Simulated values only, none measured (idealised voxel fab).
process module | voxel released beams
cross-section cut | 210 nm wide | cells 5 nm
A cross-section is a grid of square cells, given in bands from the top down. A band is one or more rows of cells.
Each band's line starts with the height of the band's top and of its bottom, in nm. Then come its materials from left to right, each with its width in nm. One material with "throughout" fills the band from edge to edge. "air" is empty space.
Height 0 is the level under which the wafer as received is all one material. The lowest band goes on downwards, as in "0 down".
A width such as "30 to 40" changes by the same amount from each row of cells to the next, from the band's top row to its bottom row.
"no change" after a step means that no cell of the cross-section changed.
closed voids: empty space of 8 cells or more with no open way to the top, each as width x height at its distance from the left edge, in nm
after a step's settings: what the simulator itself notes on the step
overlay nm, on a step with a mask: how far to the right of its planned place the mask lay; to the left if negative
plan
1 op RECEIVE | material Si
2 op CONFORMAL_DEP | material Al2O3 | thk nm 5
3 op DIRECTIONAL_DEP | material SiO2 | thk nm 15
4 op DIRECTIONAL_DEP | material aC | thk nm 15
5 op PATTERN | tone open | mask id ANCHOR | material resist | width nm 30 | thk nm 30 | overlay nm 0
6 op DIRECTIONAL_ETCH | etch materials aC | depth nm 15
7 op STRIP | etch materials resist
8 op DIRECTIONAL_ETCH | etch materials SiO2 | depth nm 15
9 op STRIP | etch materials aC
10 op CONFORMAL_DEP | material SiN | thk nm 10
11 op MASKED_ETCH | tone cover | mask id BEAM | width nm 90 | etch materials SiN | depth nm 10 | overlay nm 0
12 op STRIP | etch materials SiO2
as received, after step 1
  0 down: Si throughout
  closed voids: none
a wafer at the end: this start, this plan, one mistake
  30 to 20: air 50 | SiN 20 | air 10 | SiN 60 | air 70
  20 to 15: air 60 | SiN 10 | air 10 | SiN 10 | air 120
  15 to 5: air 60 | SiN 30 | air 120
  5 to 0: Al2O3 throughout
  0 down: Si throughout
  closed voids: none
what went wrong: step 11 ran as: op MASKED_ETCH | tone cover | mask id BEAM | width nm 90 | etch materials SiN | depth nm 10 | overlay nm -5
